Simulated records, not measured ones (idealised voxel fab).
process module | voxel self aligned vias
cross-section cut | 190 nm wide | cells 5 nm
A cross-section is a grid of square cells, given in bands from the top down. A band is one or more rows of cells.
Each band's line starts with the height of the band's top and of its bottom, in nm. Then come its materials from left to right, each with its width in nm. One material with "throughout" fills the band from edge to edge. "air" is empty space.
Height 0 is the level under which the wafer as received is all one material. The lowest band goes on downwards, as in "0 down".
A width such as "30 to 40" changes by the same amount from each row of cells to the next, from the band's top row to its bottom row.
"no change" after a step means that no cell of the cross-section changed.
closed voids: empty space of 8 cells or more with no open way to the top, each as width x height at its distance from the left edge, in nm
after a step's settings: what the simulator itself notes on the step
overlay nm, on a step with a mask: how far to the right of its planned place the mask lay; to the left if negative
plan
1 op RECEIVE | material Si
2 op CONFORMAL_DEP | material SiO2 | thk nm 15
3 op CONFORMAL_DEP | material SiCN | thk nm 5
4 op DIRECTIONAL_DEP | material lowk | thk nm 20
5 op MASKED_ETCH | tone open | mask id LINES | width nm 25 | pitch nm 70 | etch materials lowk | depth nm 20 | overlay nm 0
6 op CONFORMAL_DEP | material TiN | thk nm 5
7 op FILL_DEP | material W | thk nm 5
8 op CMP | height nm 40
9 op SELECTIVE_ETCH | etch materials W Ru TiN | depth nm 5
10 op FILL_DEP | material SiN | thk nm 10
11 op CMP | height nm 40
12 op DIRECTIONAL_DEP | material lowk | thk nm 15
13 op DIRECTIONAL_DEP | material aC | thk nm 10
14 op PATTERN | tone open | mask id VIAS | material resist | width nm 45 | thk nm 25 | overlay nm 0
15 op DIRECTIONAL_ETCH | etch materials aC | depth nm 10
16 op STRIP | etch materials resist
17 op DIRECTIONAL_ETCH | etch materials lowk | depth nm 15
18 op DIRECTIONAL_ETCH | etch materials SiN | depth nm 5
19 op STRIP | etch materials aC
20 op CONFORMAL_DEP | material TiN | thk nm 5
21 op FILL_DEP | material Cu | thk nm 10
22 op CMP | height nm 55
23 op CONFORMAL_DEP | material SiN | thk nm 5
first wafer, as planned
as received, after step 1
  0 down: Si throughout
  closed voids: none
after step 2
  15 to 0: SiO2 throughout
  below 0: unchanged
after step 3
  20 to 15: SiCN throughout
  below 15: unchanged
after step 4
  40 to 20: lowk throughout
  below 20: unchanged
after step 5
  40 to 20: lowk 45 | air 25 | lowk 45 | air 25 | lowk 50
  below 20: unchanged
after step 6
  45 to 40: TiN 50 | air 15 | TiN 55 | air 15 | TiN 55
  40 to 25: lowk 45 | TiN 5 | air 15 | TiN 5 | lowk 45 | TiN 5 | air 15 | TiN 5 | lowk 50
  25 to 20: lowk 45 | TiN 25 | lowk 45 | TiN 25 | lowk 50
  below 20: unchanged
after step 7
  50 to 45: W throughout
  45 to 40: TiN 50 | W 15 | TiN 55 | W 15 | TiN 55
  40 to 25: lowk 45 | TiN 5 | W 15 | TiN 5 | lowk 45 | TiN 5 | W 15 | TiN 5 | lowk 50
  below 25: unchanged
after step 8
  40 to 25: lowk 45 | TiN 5 | W 15 | TiN 5 | lowk 45 | TiN 5 | W 15 | TiN 5 | lowk 50
  below 25: unchanged
after step 9
  40 to 35: lowk 45 | air 25 | lowk 45 | air 25 | lowk 50
  below 35: unchanged
after step 10
  50 to 40: SiN throughout
  40 to 35: lowk 45 | SiN 25 | lowk 45 | SiN 25 | lowk 50
  below 35: unchanged
after step 11
  40 to 35: lowk 45 | SiN 25 | lowk 45 | SiN 25 | lowk 50
  below 35: unchanged
after step 12
  55 to 40: lowk throughout
  below 40: unchanged
after step 13
  65 to 55: aC throughout
  below 55: unchanged
after step 14
  90 to 65: resist 35 | air 45 | resist 110
  below 65: unchanged
after step 15
  80 to 65: resist 35 | air 45 | resist 110
  65 to 55: aC 35 | air 45 | aC 110
  below 55: unchanged
after step 16
  65 to 55: aC 35 | air 45 | aC 110
  below 55: unchanged
after step 17
  65 to 55: aC 35 | air 45 | aC 110
  55 to 40: lowk 35 | air 45 | lowk 110
  below 40: unchanged
after step 18
  65 to 55: aC 35 | air 45 | aC 110
  55 to 40: lowk 35 | air 45 | lowk 110
  40 to 35: lowk 45 | air 25 | lowk 45 | SiN 25 | lowk 50
  below 35: unchanged
after step 19
  55 to 40: lowk 35 | air 45 | lowk 110
  below 40: unchanged
after step 20
  60 to 55: TiN 40 | air 35 | TiN 115
  55 to 45: lowk 35 | TiN 5 | air 35 | TiN 5 | lowk 110
  45 to 40: lowk 35 | TiN 15 | air 15 | TiN 15 | lowk 110
  40 to 35: lowk 45 | TiN 25 | lowk 45 | SiN 25 | lowk 50
  below 35: unchanged
after step 21
  70 to 60: Cu throughout
  60 to 55: TiN 40 | Cu 35 | TiN 115
  55 to 45: lowk 35 | TiN 5 | Cu 35 | TiN 5 | lowk 110
  45 to 40: lowk 35 | TiN 15 | Cu 15 | TiN 15 | lowk 110
  below 40: unchanged
after step 22
  55 to 45: lowk 35 | TiN 5 | Cu 35 | TiN 5 | lowk 110
  below 45: unchanged
after step 23
  60 to 55: SiN throughout
  below 55: unchanged
second wafer: like start, like plan, one mistake. Through step 1 it matches the first wafer
when step 2 should have ended
  5 to 0: SiCN throughout
  below 0: unchanged
when step 3 should have ended
  20 to 5: SiO2 throughout
  below 5: unchanged
when step 4 should have ended
  40 to 20: lowk throughout
  below 20: unchanged
when step 5 should have ended
  40 to 20: lowk 45 | air 25 | lowk 45 | air 25 | lowk 50
  below 20: unchanged
when step 6 should have ended
  45 to 40: TiN 50 | air 15 | TiN 55 | air 15 | TiN 55
  40 to 25: lowk 45 | TiN 5 | air 15 | TiN 5 | lowk 45 | TiN 5 | air 15 | TiN 5 | lowk 50
  25 to 20: lowk 45 | TiN 25 | lowk 45 | TiN 25 | lowk 50
  below 20: unchanged
when step 7 should have ended
  50 to 45: W throughout
  45 to 40: TiN 50 | W 15 | TiN 55 | W 15 | TiN 55
  40 to 25: lowk 45 | TiN 5 | W 15 | TiN 5 | lowk 45 | TiN 5 | W 15 | TiN 5 | lowk 50
  below 25: unchanged
when step 8 should have ended
  40 to 25: lowk 45 | TiN 5 | W 15 | TiN 5 | lowk 45 | TiN 5 | W 15 | TiN 5 | lowk 50
  below 25: unchanged
when step 9 should have ended
  40 to 35: lowk 45 | air 25 | lowk 45 | air 25 | lowk 50
  below 35: unchanged
when step 10 should have ended
  50 to 40: SiN throughout
  40 to 35: lowk 45 | SiN 25 | lowk 45 | SiN 25 | lowk 50
  below 35: unchanged
when step 11 should have ended
  40 to 35: lowk 45 | SiN 25 | lowk 45 | SiN 25 | lowk 50
  below 35: unchanged
when step 12 should have ended
  55 to 40: lowk throughout
  below 40: unchanged
when step 13 should have ended
  65 to 55: aC throughout
  below 55: unchanged
when step 14 should have ended
  90 to 65: resist 35 | air 45 | resist 110
  below 65: unchanged
when step 15 should have ended
  80 to 65: resist 35 | air 45 | resist 110
  65 to 55: aC 35 | air 45 | aC 110
  below 55: unchanged
when step 16 should have ended
  65 to 55: aC 35 | air 45 | aC 110
  below 55: unchanged
when step 17 should have ended
  65 to 55: aC 35 | air 45 | aC 110
  55 to 40: lowk 35 | air 45 | lowk 110
  below 40: unchanged
when step 18 should have ended
  65 to 55: aC 35 | air 45 | aC 110
  55 to 40: lowk 35 | air 45 | lowk 110
  40 to 35: lowk 45 | air 25 | lowk 45 | SiN 25 | lowk 50
  below 35: unchanged
when step 19 should have ended
  55 to 40: lowk 35 | air 45 | lowk 110
  below 40: unchanged
when step 20 should have ended
  60 to 55: TiN 40 | air 35 | TiN 115
  55 to 45: lowk 35 | TiN 5 | air 35 | TiN 5 | lowk 110
  45 to 40: lowk 35 | TiN 15 | air 15 | TiN 15 | lowk 110
  40 to 35: lowk 45 | TiN 25 | lowk 45 | SiN 25 | lowk 50
  below 35: unchanged
when step 21 should have ended
  70 to 60: Cu throughout
  60 to 55: TiN 40 | Cu 35 | TiN 115
  55 to 45: lowk 35 | TiN 5 | Cu 35 | TiN 5 | lowk 110
  45 to 40: lowk 35 | TiN 15 | Cu 15 | TiN 15 | lowk 110
  below 40: unchanged
when step 22 should have ended
  55 to 45: lowk 35 | TiN 5 | Cu 35 | TiN 5 | lowk 110
  below 45: unchanged
when step 23 should have ended
  60 to 55: SiN throughout
  below 55: unchanged
what went wrong: steps 2 and 3 were swapped
at the end the second wafer has, in cells: as many of each material as the first, in other places
